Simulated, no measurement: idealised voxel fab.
Title: Process Module voxel local oxidation
It is cross-section cut that appears here, measuring 185 nm in width, its square cells being 5 nm in size.
We lay out every cross-section as a grid of square cells and spell it out in bands from the top down, where one band means one or more rows of cells. Look at the band entry: it leads with the top's height and the bottom's height in nm. Then it lists the materials left to right, with a width in nm for each. The word "full width" on a single material says that material fills the band edge to edge. The word "air" is empty space. Height 0 is the level under which the wafer as received is all one material. The lowest band goes on downwards, as in "z 0 and below". It should be noted that a width expressed as "30 to 40" varies in equal increments from row to row of cells within the band, taking the value of the first number at the top row and that of the second number at the bottom row. "nothing changed" (step): cross-section cells unchanged, all of them. Each empty space that has no open way to the top and spans at least 8 cells appears under "Closed cavity list" as width x height at distance, the distance counted from the left edge, all in nm. The remark found on a step's line after its settings is issued by the simulator itself and pertains to that step. Regarding "overlay nm": on a step with a mask, it is the distance the mask lay to the right of its planned place; a negative value places it to the left. Everything after this point is organized in pairs: a cross-section before one process step, a cross-section after it that shows only as deep as the lowest changed band, and, under the pair, the intervening step with its settings. Because different runs of this module on the same starting wafer can supply different pairs, a pair continues from the pair above it only if its entry headed "Geometry before processing" says so.
# Geometry before processing
- z 0 and below  Si full width
- Closed cavity list: none
# Step Outcome
- z 0 to -5  SiO2 full width
- At heights below -5, the structure remains unaltered.
- Closed cavity list: none
Process step separating the two views above: OXIDIZE,depth nm 5
Geometry before processing: no separate figure, the pair right above already shows it after its step.
# Step Outcome
- z 15 to 0  SiN full width
- At heights below 0, the structure remains unaltered.
- Closed cavity list: none
Process step separating the two views above: CONFORMAL_DEP,material SiN,thk nm 15
Geometry before processing: no separate figure, the pair right above already shows it after its step.
# Step Outcome
- z 35 to 15  40 of air, 105 of resist, 40 of air
- At heights below 15, the structure remains unaltered.
- Closed cavity list: none
Process step separating the two views above: PATTERN,tone cover,mask id ACTIVE,material resist,width nm 105,thk nm 20,overlay nm 0
Geometry before processing: no separate figure, the pair right above already shows it after its step.
# Step Outcome
- z 35 to 15  40 of air, 105 of resist, 40 of air
- z 15 to 0  40 of air, 105 of SiN, 40 of air
- At heights below 0, the structure remains unaltered.
- Closed cavity list: none
Process step separating the two views above: DIRECTIONAL_ETCH,etch materials SiN,depth nm 15
Geometry before processing: no separate figure, the pair right above already shows it after its step.
# Step Outcome
- z 15 to 0  40 of air, 105 of SiN, 40 of air
- At heights below 0, the structure remains unaltered.
- Closed cavity list: none
Process step separating the two views above: STRIP,etch materials resist
Geometry before processing: no separate figure, the pair right above already shows it after its step.
# Step Outcome
- z 15 to 0  40 of air, 105 of SiN, 40 of air
- z 0 to -5  45 of air, 95 of SiO2, 45 of air
- At heights below -5, the structure remains unaltered.
- Closed cavity list: none
Process step separating the two views above: SELECTIVE_ETCH,etch materials SiO2,depth nm 5
Geometry before processing: no separate figure, the pair right above already shows it after its step.
# Step Outcome
- z 15 to 0  40 of air, 105 of SiN, 40 of air
- z 0 to -5  45 of air, 95 of SiO2, 45 of air
- z -5 to -15  55 of SiO2, 75 of Si, 55 of SiO2
- At heights below -15, the structure remains unaltered.
- Closed cavity list: none
Process step separating the two views above: OXIDIZE,depth nm 10
Geometry before processing: no separate figure, the pair right above already shows it after its step.
# Step Outcome
- z 0 to -5  45 of air, 95 of SiO2, 45 of air
- At heights below -5, the structure remains unaltered.
- Closed cavity list: none
Process step separating the two views above: STRIP,etch materials SiN
# Geometry before processing
- z 15 to 0  40 of air, 105 of SiN, 40 of air
- z 0 to -5  45 of air, 95 of SiO2, 45 of air
- z -5 and below  Si full width
- Closed cavity list: none
# Step Outcome
- z 0 to -5  45 of air, 95 of SiO2, 45 of air
- At heights below -5, the structure remains unaltered.
- Closed cavity list: none
Process step separating the two views above: STRIP,etch materials SiN
Geometry before processing: no separate figure, the pair right above already shows it after its step.
# Step Outcome
- z 0 to -5  45 of air, 95 of SiO2, 45 of air
- z -5 to -15  55 of SiO2, 75 of Si, 55 of SiO2
- At heights below -15, the structure remains unaltered.
- Closed cavity list: none
Process step separating the two views above: OXIDIZE,depth nm 10
# Geometry before processing
- z 0 and below  Si full width
- Closed cavity list: none
# Step Outcome
- z 0 to -15  SiO2 full width
- At heights below -15, the structure remains unaltered.
- Closed cavity list: none
Process step separating the two views above: OXIDIZE,depth nm 15
Geometry before processing: no separate figure, the pair right above already shows it after its step.
# Step Outcome
- z 15 to 0  SiN full width
- At heights below 0, the structure remains unaltered.
- Closed cavity list: none
Process step separating the two views above: CONFORMAL_DEP,material SiN,thk nm 15
Geometry before processing: no separate figure, the pair right above already shows it after its step.
# Step Outcome
- z 35 to 15  40 of air, 105 of resist, 40 of air
- At heights below 15, the structure remains unaltered.
- Closed cavity list: none
Process step separating the two views above: PATTERN,tone cover,mask id ACTIVE,material resist,width nm 105,thk nm 20,overlay nm 0
Geometry before processing: no separate figure, the pair right above already shows it after its step.
# Step Outcome
- z 35 to 15  40 of air, 105 of resist, 40 of air
- z 15 to 0  40 of air, 105 of SiN, 40 of air
- At heights below 0, the structure remains unaltered.
- Closed cavity list: none
Process step separating the two views above: DIRECTIONAL_ETCH,etch materials SiN,depth nm 15
Geometry before processing: no separate figure, the pair right above already shows it after its step.
# Step Outcome
- z 15 to 0  40 of air, 105 of SiN, 40 of air
- At heights below 0, the structure remains unaltered.
- Closed cavity list: none
Process step separating the two views above: STRIP,etch materials resist
Geometry before processing: no separate figure, the pair right above already shows it after its step.
# Step Outcome
- z 15 to 0  40 of air, 105 of SiN, 40 of air
- z 0 to -5  45 of air, 95 of SiO2, 45 of air
- At heights below -5, the structure remains unaltered.
- Closed cavity list: none
Process step separating the two views above: SELECTIVE_ETCH,etch materials SiO2,depth nm 5
Geometry before processing: no separate figure, the pair right above already shows it after its step.
# Step Outcome
- z 0 to -5  45 of air, 95 of SiO2, 45 of air
- At heights below -5, the structure remains unaltered.
- Closed cavity list: none
Process step separating the two views above: STRIP,etch materials SiN
# Geometry before processing
- z 15 to 0  SiN full width
- z 0 to -5  SiO2 full width
- z -5 and below  Si full width
- Closed cavity list: none
# Step Outcome
- z 35 to 15  40 of air, 110 of resist, 35 of air
- At heights below 15, the structure remains unaltered.
- Closed cavity list: none
Process step separating the two views above: PATTERN,tone cover,mask id ACTIVE,material resist,width nm 110,thk nm 20,overlay nm 0
Geometry before processing: no separate figure, the pair right above already shows it after its step.
# Step Outcome
- z 35 to 15  40 of air, 110 of resist, 35 of air
- z 15 to 0  40 of air, 110 of SiN, 35 of air
- At heights below 0, the structure remains unaltered.
- Closed cavity list: none
Process step separating the two views above: DIRECTIONAL_ETCH,etch materials SiN,depth nm 15
Geometry before processing: no separate figure, the pair right above already shows it after its step.
# Step Outcome
- z 15 to 0  40 of air, 110 of SiN, 35 of air
- At heights below 0, the structure remains unaltered.
- Closed cavity list: none
Process step separating the two views above: STRIP,etch materials resist
Geometry before processing: no separate figure, the pair right above already shows it after its step.
# Step Outcome
- z 15 to 0  40 of air, 110 of SiN, 35 of air
- z 0 to -5  45 of air, 100 of SiO2, 40 of air
- At heights below -5, the structure remains unaltered.
- Closed cavity list: none
Process step separating the two views above: SELECTIVE_ETCH,etch materials SiO2,depth nm 5
Geometry before processing: no separate figure, the pair right above already shows it after its step.
# Step Outcome
- z 15 to 0  40 of air, 110 of SiN, 35 of air
- z 0 to -5  45 of air, 100 of SiO2, 40 of air
- z -5 to -15  55 of SiO2, 80 of Si, 50 of SiO2
- At heights below -15, the structure remains unaltered.
- Closed cavity list: none
Process step separating the two views above: OXIDIZE,depth nm 10
Geometry before processing: no separate figure, the pair right above already shows it after its step.
# Step Outcome
- z 0 to -5  45 of air, 100 of SiO2, 40 of air
- At heights below -5, the structure remains unaltered.
- Closed cavity list: none
Process step separating the two views above: STRIP,etch materials SiN
# Geometry before processing
- z 15 to 0  SiN full width
- z 0 to -5  SiO2 full width
- z -5 and below  Si full width
- Closed cavity list: none
# Step Outcome
- z 35 to 15  45 of air, 105 of resist, 35 of air
- At heights below 15, the structure remains unaltered.
- Closed cavity list: none
Process step separating the two views above: PATTERN,tone cover,mask id ACTIVE,material resist,width nm 105,thk nm 20,overlay nm 5
Geometry before processing: no separate figure, the pair right above already shows it after its step.
# Step Outcome
- z 35 to 15  45 of air, 105 of resist, 35 of air
- z 15 to 0  45 of air, 105 of SiN, 35 of air
- At heights below 0, the structure remains unaltered.
- Closed cavity list: none
Process step separating the two views above: DIRECTIONAL_ETCH,etch materials SiN,depth nm 15
Geometry before processing: no separate figure, the pair right above already shows it after its step.
# Step Outcome
- z 15 to 0  45 of air, 105 of SiN, 35 of air
- At heights below 0, the structure remains unaltered.
- Closed cavity list: none
Process step separating the two views above: STRIP,etch materials resist
Geometry before processing: no separate figure, the pair right above already shows it after its step.
# Step Outcome
- z 15 to 0  45 of air, 105 of SiN, 35 of air
- z 0 to -5  50 of air, 95 of SiO2, 40 of air
- At heights below -5, the structure remains unaltered.
- Closed cavity list: none
Process step separating the two views above: SELECTIVE_ETCH,etch materials SiO2,depth nm 5
Geometry before processing: no separate figure, the pair right above already shows it after its step.
# Step Outcome
- z 15 to 0  45 of air, 105 of SiN, 35 of air
- z 0 to -5  50 of air, 95 of SiO2, 40 of air
- z -5 to -15  60 of SiO2, 75 of Si, 50 of SiO2
- At heights below -15, the structure remains unaltered.
- Closed cavity list: none
Process step separating the two views above: OXIDIZE,depth nm 10
Geometry before processing: no separate figure, the pair right above already shows it after its step.
# Step Outcome
- z 0 to -5  50 of air, 95 of SiO2, 40 of air
- At heights below -5, the structure remains unaltered.
- Closed cavity list: none
Process step separating the two views above: STRIP,etch materials SiN
# Geometry before processing
- z 15 to 0  40 of air, 105 of SiN, 40 of air
- z 0 to -5  45 of air, 95 of SiO2, 45 of air
- z -5 to -15  55 of SiO2, 75 of Si, 55 of SiO2
- z -15 and below  Si full width
- Closed cavity list: none
# Step Outcome
- z -5 to -15  55 of air, 75 of Si, 55 of air
- At heights below -15, the structure remains unaltered.
- Closed cavity list: none
Process step separating the two views above: STRIP,etch materials SiO2
# Geometry before processing
- z 15 to 0  SiN full width
- z 0 to -5  SiO2 full width
- z -5 and below  Si full width
- Closed cavity list: none
# Step Outcome
- z 35 to 15  40 of resist, 105 of air, 40 of resist
- At heights below 15, the structure remains unaltered.
- Closed cavity list: none
Process step separating the two views above: PATTERN,tone open,mask id ACTIVE,material resist,width nm 105,thk nm 20,overlay nm 0
Geometry before processing: no separate figure, the pair right above already shows it after its step.
# Step Outcome
- z 35 to 15  40 of resist, 105 of air, 40 of resist
- z 15 to 0  40 of SiN, 105 of air, 40 of SiN
- At heights below 0, the structure remains unaltered.
- Closed cavity list: none
Process step separating the two views above: DIRECTIONAL_ETCH,etch materials SiN,depth nm 15
Geometry before processing: no separate figure, the pair right above already shows it after its step.
# Step Outcome
- z 15 to 0  40 of SiN, 105 of air, 40 of SiN
- At heights below 0, the structure remains unaltered.
- Closed cavity list: none
Process step separating the two views above: STRIP,etch materials resist
Geometry before processing: no separate figure, the pair right above already shows it after its step.
# Step Outcome
- z 15 to 0  40 of SiN, 105 of air, 40 of SiN
- z 0 to -5  35 of SiO2, 115 of air, 35 of SiO2
- At heights below -5, the structure remains unaltered.
- Closed cavity list: none
Process step separating the two views above: SELECTIVE_ETCH,etch materials SiO2,depth nm 5
Geometry before processing: no separate figure, the pair right above already shows it after its step.
# Step Outcome
- z 15 to 0  40 of SiN, 105 of air, 40 of SiN
- z 0 to -5  35 of SiO2, 115 of air, 35 of SiO2
- z -5 to -15  25 of Si, 135 of SiO2, 25 of Si
- At heights below -15, the structure remains unaltered.
- Closed cavity list: none
Process step separating the two views above: OXIDIZE,depth nm 10
Geometry before processing: no separate figure, the pair right above already shows it after its step.
# Step Outcome
- z 0 to -5  35 of SiO2, 115 of air, 35 of SiO2
- At heights below -5, the structure remains unaltered.
- Closed cavity list: none
Process step separating the two views above: STRIP,etch materials SiN
